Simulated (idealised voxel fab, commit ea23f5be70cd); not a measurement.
Process module, titled voxel lift off
Cross-sectional view cut (width: 210 nm; square cell size: 5 nm).
Cross-section, as written here: a square-cell grid given band by band from the top down, where a band holds one or more rows of cells.
This entry defines a band. It first specifies the height of the band's top and the height of its bottom in nm, and then specifies the band's materials from left to right, stating each material with its width in nm. The word "full width" identifies a single material that fills the band from edge to edge, while the word "blank" identifies empty space.
Heights from 0 (as-received wafer is one material below). Bottom band endless downward, as "top 0, no bottom".
Per-row width for "30..40": begins at first number (top row of band), ends at second number (bottom row), increment between rows held constant.
Key: "same as before" - step with no changed cell in the cross-section.
Listed in "Voids lacking openings": every empty space of 8 or more cells without an open way to the top. Form: width x height at distance, the distance being from the left edge, all in nm.
Post-settings text on a step line: simulator's own remark regarding the step.
overlay nm: for a step with a mask, the amount by which the mask lay right of where it was planned; a negative amount means left of it.

STEPS IN THE PROCESS PLAN
1: RECEIVE | material Si
2: CONFORMAL_DEP | material SiO2 | thk nm 5
3: PATTERN | tone open | mask id LINES | material resist | width nm 20 | pitch nm 35 | thk nm 20 | overlay nm 0
4: DIRECTIONAL_DEP | material Ru | thk nm 5
5: STRIP | etch materials resist
6: CONFORMAL_DEP | material SiCN | thk nm 10

RUN AS PLANNED: FIRST OF TWO WAFERS

AS RECEIVED, AFTER STEP 1
top 0, no bottom: Si full width
Voids lacking openings: none

AFTER STEP 2
top 5, bottom 0: SiO2 full width
Beneath the level 0, the cross-section is identical to its previous state.

AFTER STEP 3
top 25, bottom 5: resist 60 / blank 20 / resist 15 / blank 20 / resist 15 / blank 20 / resist 60
Beneath the level 5, the cross-section is identical to its previous state.

AFTER STEP 4
top 30, bottom 25: Ru 60 / blank 20 / Ru 15 / blank 20 / Ru 15 / blank 20 / Ru 60
top 25, bottom 10: resist 60 / blank 20 / resist 15 / blank 20 / resist 15 / blank 20 / resist 60
top 10, bottom 5: resist 60 / Ru 20 / resist 15 / Ru 20 / resist 15 / Ru 20 / resist 60
Beneath the level 5, the cross-section is identical to its previous state.

AFTER STEP 5
top 10, bottom 5: blank 60 / Ru 20 / blank 15 / Ru 20 / blank 15 / Ru 20 / blank 60
Beneath the level 5, the cross-section is identical to its previous state.

AFTER STEP 6
top 20, bottom 15: blank 50 / SiCN 110 / blank 50
top 15, bottom 10: SiCN full width
top 10, bottom 5: SiCN 60 / Ru 20 / SiCN 15 / Ru 20 / SiCN 15 / Ru 20 / SiCN 60
Beneath the level 5, the cross-section is identical to its previous state.

IT IS TO BE NOTED THAT THE SECOND WAFER PROCEEDED FROM THE SAME INITIAL STATE AND ACCORDING TO THE SAME PLAN AS THE FIRST, ALTHOUGH ONE MISTAKE WAS COMMITTED IN ITS EXECUTION; THROUGH STEP 3, INCLUSIVE, THE TWO WAFERS SHARE AN IDENTICAL HISTORY

WHAT THE SECOND WAFER LOOKS LIKE IN CROSS-SECTION WHEN STEP 4 SHOULD HAVE WRAPPED UP
top 30, bottom 25: SiCN 60 / blank 20 / SiCN 15 / blank 20 / SiCN 15 / blank 20 / SiCN 60
top 25, bottom 10: resist 60 / blank 20 / resist 15 / blank 20 / resist 15 / blank 20 / resist 60
top 10, bottom 5: resist 60 / SiCN 20 / resist 15 / SiCN 20 / resist 15 / SiCN 20 / resist 60
Beneath the level 5, the cross-section is identical to its previous state.

WHAT THE SECOND WAFER LOOKS LIKE IN CROSS-SECTION WHEN STEP 5 SHOULD HAVE WRAPPED UP
top 10, bottom 5: blank 60 / SiCN 20 / blank 15 / SiCN 20 / blank 15 / SiCN 20 / blank 60
Beneath the level 5, the cross-section is identical to its previous state.

WHAT THE SECOND WAFER LOOKS LIKE IN CROSS-SECTION WHEN STEP 6 SHOULD HAVE WRAPPED UP
top 20, bottom 15: blank 50 / SiCN 110 / blank 50
top 15, bottom 5: SiCN full width
Beneath the level 5, the cross-section is identical to its previous state.
Run error: for step 4, the planned setting was not used; the step was instead run as DIRECTIONAL_DEP | material SiCN | thk nm 5
Wrapping up, a cell-based count of both wafers puts the second over or under the first for these materials: -12 Ru; +12 SiCN
